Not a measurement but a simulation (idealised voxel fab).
Proc. module: voxel double patterning
Cross-section cut spans 180 nm and uses square cells 5 nm in size.
Throughout this document, each cross-section is represented as a grid of square cells and is presented as a sequence of bands enumerated from the top downward, where a band comprises one or more rows of cells.
Quick guide to a band line: top height, bottom height (nm) up front; then every material left to right with its width in nm. Only one material and it's marked "all across"? Then it fills the band edge to edge. And "empty" just means empty space.
A quick word on heights: they are counted from 0, and under that level the wafer as it came to us is one material throughout. The lowest band is different from the rest in having no bottom; it simply continues downward, written as in "0..down".
Per-row width for "30 to 40": begins at first number (top row of band), ends at second number (bottom row), increment between rows held constant.
Key: "nothing got changed" - step with no changed cell in the cross-section.
"Completely enclosed voids": empty spaces of 8 cells or more with no open way to the top, each given as width x height at distance, distance from the left edge, all in nm.
Formally, on a step line, whatever follows the settings is a remark that the simulator itself makes on the step.
When a step includes a mask, the "overlay nm" setting on its line states how far to the right of its planned place that mask lay, and negative values state how far to the left.
Steps planned for the process:
| 1 | RECEIVE: material Si |
| 2 | CONFORMAL_DEP: material SiO2, thk nm 10 |
| 3 | DIRECTIONAL_DEP: material polySi, thk nm 10 |
| 4 | DIRECTIONAL_DEP: material SiN, thk nm 10 |
| 5 | MASKED_ETCH: tone open, mask id FIRST, width nm 15, pitch nm 50, etch materials SiN, depth nm 10, overlay nm 0 |
| 6 | DIRECTIONAL_DEP: material aC, thk nm 15 |
| 7 | PATTERN: tone open, mask id SECOND, material resist, width nm 15, thk nm 35, overlay nm 0 |
| 8 | DIRECTIONAL_ETCH: etch materials aC, depth nm 15 |
| 9 | STRIP: etch materials resist |
| 10 | DIRECTIONAL_ETCH: etch materials SiN, depth nm 10 |
| 11 | STRIP: etch materials aC |
| 12 | DIRECTIONAL_ETCH: etch materials polySi, depth nm 10 |
| 13 | STRIP: etch materials SiN |
Cross-section of the wafer upon arrival, representing the state reached after step 1:
	0..down: Si all across
	Completely enclosed voids: none
Sectioned view, first of two wafers, at the close of the module, processed as intended in the plan:
	20..10: 55 nm polySi, 15 nm empty, 10 nm polySi, 15 nm empty, 10 nm polySi, 15 nm empty, 60 nm polySi
	10..0: SiO2 all across
	0..down: Si all across
	Completely enclosed voids: none
Cross-sectional image of the second wafer of the two following completion of the module. Starting state and process plan were the same as for the first wafer; one execution error occurred:
	20..10: 65 nm polySi, 30 nm empty, 20 nm polySi, 15 nm empty, 50 nm polySi
	10..0: SiO2 all across
	0..down: Si all across
	Completely enclosed voids: none
Heads up, the wafer didn't run the way we planned it: step 5 went in with a setting other than planned; the actual run was MASKED_ETCH: tone open, mask id FIRST, width nm 15, pitch nm 50, etch materials SiN, depth nm 10, overlay nm 10
Comparing end states, the material composition by cell count is preserved from the first wafer to the second, while the locations of the cells are not.
